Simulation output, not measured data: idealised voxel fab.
Proc. module: voxel quadruple lines
170 nm wide, 5 nm square cells: that's cross-section cut.
Cross-section = grid of square cells, listed top down in bands; band = one or more rows.
The entry gives the band's vertical extent as a top height and a bottom height in nm, then its horizontal make-up as materials from left to right, each with a width in nm. "blank" stands for empty space; a single material marked "full width" fills the band edge to edge.
All heights in this document are referenced to 0, defined as the level beneath which the wafer, as received, consists entirely of one material. The lowest band is not bounded below; it extends indefinitely downward and is written in the form "0 -> down".
The width entry "30..40" should be interpreted row by row: the top row of cells in the band takes the first number, the bottom row takes the second number, and the change between adjacent rows is uniform throughout.
No cell of the cross-section changed in a step that is given as "same as before".
"Closed void register" lists enclosed empty spaces (at least 8 cells, no open path upward to the top), each as width x height at distance from the left edge, in nm.
Where a step's line continues beyond its settings, the continuation is a remark by the simulator itself on that step.
overlay nm: how far to the right of its planned place the mask lay on this masked step (negative: to the left).

STEPS PLANNED FOR THE PROCESS
| 1 | RECEIVE,material Si |
| 2 | CONFORMAL_DEP,material SiO2,thk nm 10 |
| 3 | DIRECTIONAL_DEP,material TiN,thk nm 15 |
| 4 | DIRECTIONAL_DEP,material polySi,thk nm 20 |
| 5 | DIRECTIONAL_DEP,material aC,thk nm 25 |
| 6 | PATTERN,tone cover,mask id MANDREL,material resist,width nm 35,thk nm 35,overlay nm 0 |
| 7 | DIRECTIONAL_ETCH,etch materials aC,depth nm 25 |
| 8 | STRIP,etch materials resist |
| 9 | CONFORMAL_DEP,material SiO2,thk nm 15 |
| 10 | DIRECTIONAL_ETCH,etch materials SiO2,depth nm 15 |
| 11 | STRIP,etch materials aC |
| 12 | DIRECTIONAL_ETCH,etch materials polySi,depth nm 20 |
| 13 | STRIP,etch materials SiO2 |
| 14 | CONFORMAL_DEP,material SiCN,thk nm 10 |
| 15 | DIRECTIONAL_ETCH,etch materials SiCN,depth nm 10 |
| 16 | STRIP,etch materials polySi |
| 17 | DIRECTIONAL_ETCH,etch materials TiN,depth nm 15 |
| 18 | STRIP,etch materials SiCN |
| 19 | FILL_DEP,material SiO2,thk nm 10 |
| 20 | CMP,height nm 25 |

WAFER, FIRST OF TWO, RUN AS PLANNED

DELIVERED WAFER IN CROSS-SECTION: STATE AFTER STEP 1
  0 -> down | Si full width
  Closed void register: none

AFTER STEP 2
  10 -> 0 | SiO2 full width
  No changes below 0.

AFTER STEP 3
  25 -> 10 | TiN full width
  No changes below 10.

AFTER STEP 4
  45 -> 25 | polySi full width
  No changes below 25.

AFTER STEP 5
  70 -> 45 | aC full width
  No changes below 45.

AFTER STEP 6
  105 -> 70 | blank 65 / resist 35 / blank 70
  No changes below 70.

AFTER STEP 7
  80 -> 70 | blank 65 / resist 35 / blank 70
  70 -> 45 | blank 65 / aC 35 / blank 70
  No changes below 45.

AFTER STEP 8
  70 -> 45 | blank 65 / aC 35 / blank 70
  No changes below 45.

AFTER STEP 9
  85 -> 70 | blank 50 / SiO2 65 / blank 55
  70 -> 60 | blank 50 / SiO2 15 / aC 35 / SiO2 15 / blank 55
  60 -> 45 | SiO2 65 / aC 35 / SiO2 70
  No changes below 45.

AFTER STEP 10
  70 -> 45 | blank 50 / SiO2 15 / aC 35 / SiO2 15 / blank 55
  No changes below 45.

AFTER STEP 11
  70 -> 45 | blank 50 / SiO2 15 / blank 35 / SiO2 15 / blank 55
  No changes below 45.

AFTER STEP 12
  70 -> 45 | blank 50 / SiO2 15 / blank 35 / SiO2 15 / blank 55
  45 -> 25 | blank 50 / polySi 15 / blank 35 / polySi 15 / blank 55
  No changes below 25.

AFTER STEP 13
  45 -> 25 | blank 50 / polySi 15 / blank 35 / polySi 15 / blank 55
  No changes below 25.

AFTER STEP 14
  55 -> 45 | blank 40 / SiCN 35 / blank 15 / SiCN 35 / blank 45
  45 -> 35 | blank 40 / SiCN 10 / polySi 15 / SiCN 10 / blank 15 / SiCN 10 / polySi 15 / SiCN 10 / blank 45
  35 -> 25 | SiCN 50 / polySi 15 / SiCN 35 / polySi 15 / SiCN 55
  No changes below 25.

AFTER STEP 15
  45 -> 25 | blank 40 / SiCN 10 / polySi 15 / SiCN 10 / blank 15 / SiCN 10 / polySi 15 / SiCN 10 / blank 45
  No changes below 25.

AFTER STEP 16
  45 -> 25 | blank 40 / SiCN 10 / blank 15 / SiCN 10 / blank 15 / SiCN 10 / blank 15 / SiCN 10 / blank 45
  No changes below 25.

AFTER STEP 17
  45 -> 25 | blank 40 / SiCN 10 / blank 15 / SiCN 10 / blank 15 / SiCN 10 / blank 15 / SiCN 10 / blank 45
  25 -> 10 | blank 40 / TiN 10 / blank 15 / TiN 10 / blank 15 / TiN 10 / blank 15 / TiN 10 / blank 45
  No changes below 10.

AFTER STEP 18
  25 -> 10 | blank 40 / TiN 10 / blank 15 / TiN 10 / blank 15 / TiN 10 / blank 15 / TiN 10 / blank 45
  No changes below 10.

AFTER STEP 19
  35 -> 25 | SiO2 full width
  25 -> 10 | SiO2 40 / TiN 10 / SiO2 15 / TiN 10 / SiO2 15 / TiN 10 / SiO2 15 / TiN 10 / SiO2 45
  No changes below 10.

AFTER STEP 20
  25 -> 10 | SiO2 40 / TiN 10 / SiO2 15 / TiN 10 / SiO2 15 / TiN 10 / SiO2 15 / TiN 10 / SiO2 45
  No changes below 10.

SECOND WAFER, SAME STARTING CONDITIONS AND RECIPE AS THE FIRST, ONE MISTAKE IN EXECUTING IT, NOTHING DIFFERS FROM THE FIRST UP TO AND INCLUDING STEP 1

Here is the second wafer in cross-section at the point where step 2 of the plan should have been done: same as before

HERE IS THE SECOND WAFER IN CROSS-SECTION AT THE POINT WHERE STEP 3 OF THE PLAN SHOULD HAVE BEEN DONE
  15 -> 0 | TiN full width
  No changes below 0.

HERE IS THE SECOND WAFER IN CROSS-SECTION AT THE POINT WHERE STEP 4 OF THE PLAN SHOULD HAVE BEEN DONE
  35 -> 15 | polySi full width
  No changes below 15.

HERE IS THE SECOND WAFER IN CROSS-SECTION AT THE POINT WHERE STEP 5 OF THE PLAN SHOULD HAVE BEEN DONE
  60 -> 35 | aC full width
  No changes below 35.

HERE IS THE SECOND WAFER IN CROSS-SECTION AT THE POINT WHERE STEP 6 OF THE PLAN SHOULD HAVE BEEN DONE
  95 -> 60 | blank 65 / resist 35 / blank 70
  No changes below 60.

HERE IS THE SECOND WAFER IN CROSS-SECTION AT THE POINT WHERE STEP 7 OF THE PLAN SHOULD HAVE BEEN DONE
  70 -> 60 | blank 65 / resist 35 / blank 70
  60 -> 35 | blank 65 / aC 35 / blank 70
  No changes below 35.

HERE IS THE SECOND WAFER IN CROSS-SECTION AT THE POINT WHERE STEP 8 OF THE PLAN SHOULD HAVE BEEN DONE
  60 -> 35 | blank 65 / aC 35 / blank 70
  No changes below 35.

HERE IS THE SECOND WAFER IN CROSS-SECTION AT THE POINT WHERE STEP 9 OF THE PLAN SHOULD HAVE BEEN DONE
  75 -> 60 | blank 50 / SiO2 65 / blank 55
  60 -> 50 | blank 50 / SiO2 15 / aC 35 / SiO2 15 / blank 55
  50 -> 35 | SiO2 65 / aC 35 / SiO2 70
  No changes below 35.

HERE IS THE SECOND WAFER IN CROSS-SECTION AT THE POINT WHERE STEP 10 OF THE PLAN SHOULD HAVE BEEN DONE
  60 -> 35 | blank 50 / SiO2 15 / aC 35 / SiO2 15 / blank 55
  No changes below 35.

HERE IS THE SECOND WAFER IN CROSS-SECTION AT THE POINT WHERE STEP 11 OF THE PLAN SHOULD HAVE BEEN DONE
  60 -> 35 | blank 50 / SiO2 15 / blank 35 / SiO2 15 / blank 55
  No changes below 35.

HERE IS THE SECOND WAFER IN CROSS-SECTION AT THE POINT WHERE STEP 12 OF THE PLAN SHOULD HAVE BEEN DONE
  60 -> 35 | blank 50 / SiO2 15 / blank 35 / SiO2 15 / blank 55
  35 -> 15 | blank 50 / polySi 15 / blank 35 / polySi 15 / blank 55
  No changes below 15.

HERE IS THE SECOND WAFER IN CROSS-SECTION AT THE POINT WHERE STEP 13 OF THE PLAN SHOULD HAVE BEEN DONE
  35 -> 15 | blank 50 / polySi 15 / blank 35 / polySi 15 / blank 55
  No changes below 15.

HERE IS THE SECOND WAFER IN CROSS-SECTION AT THE POINT WHERE STEP 14 OF THE PLAN SHOULD HAVE BEEN DONE
  45 -> 35 | blank 40 / SiCN 35 / blank 15 / SiCN 35 / blank 45
  35 -> 25 | blank 40 / SiCN 10 / polySi 15 / SiCN 10 / blank 15 / SiCN 10 / polySi 15 / SiCN 10 / blank 45
  25 -> 15 | SiCN 50 / polySi 15 / SiCN 35 / polySi 15 / SiCN 55
  No changes below 15.

HERE IS THE SECOND WAFER IN CROSS-SECTION AT THE POINT WHERE STEP 15 OF THE PLAN SHOULD HAVE BEEN DONE
  35 -> 15 | blank 40 / SiCN 10 / polySi 15 / SiCN 10 / blank 15 / SiCN 10 / polySi 15 / SiCN 10 / blank 45
  No changes below 15.

HERE IS THE SECOND WAFER IN CROSS-SECTION AT THE POINT WHERE STEP 16 OF THE PLAN SHOULD HAVE BEEN DONE
  35 -> 15 | blank 40 / SiCN 10 / blank 15 / SiCN 10 / blank 15 / SiCN 10 / blank 15 / SiCN 10 / blank 45
  No changes below 15.

HERE IS THE SECOND WAFER IN CROSS-SECTION AT THE POINT WHERE STEP 17 OF THE PLAN SHOULD HAVE BEEN DONE
  35 -> 15 | blank 40 / SiCN 10 / blank 15 / SiCN 10 / blank 15 / SiCN 10 / blank 15 / SiCN 10 / blank 45
  15 -> 0 | blank 40 / TiN 10 / blank 15 / TiN 10 / blank 15 / TiN 10 / blank 15 / TiN 10 / blank 45
  No changes below 0.

HERE IS THE SECOND WAFER IN CROSS-SECTION AT THE POINT WHERE STEP 18 OF THE PLAN SHOULD HAVE BEEN DONE
  15 -> 0 | blank 40 / TiN 10 / blank 15 / TiN 10 / blank 15 / TiN 10 / blank 15 / TiN 10 / blank 45
  No changes below 0.

HERE IS THE SECOND WAFER IN CROSS-SECTION AT THE POINT WHERE STEP 19 OF THE PLAN SHOULD HAVE BEEN DONE
  25 -> 15 | SiO2 full width
  15 -> 0 | SiO2 40 / TiN 10 / SiO2 15 / TiN 10 / SiO2 15 / TiN 10 / SiO2 15 / TiN 10 / SiO2 45
  No changes below 0.

Here is the second wafer in cross-section at the point where step 20 of the plan should have been done: same as before
In executing the process, a mistake was made relative to the plan: skipped: plan step 2 (never run)
At the close, every material occupies the same number of cells on the second wafer as on the first, only in different positions.
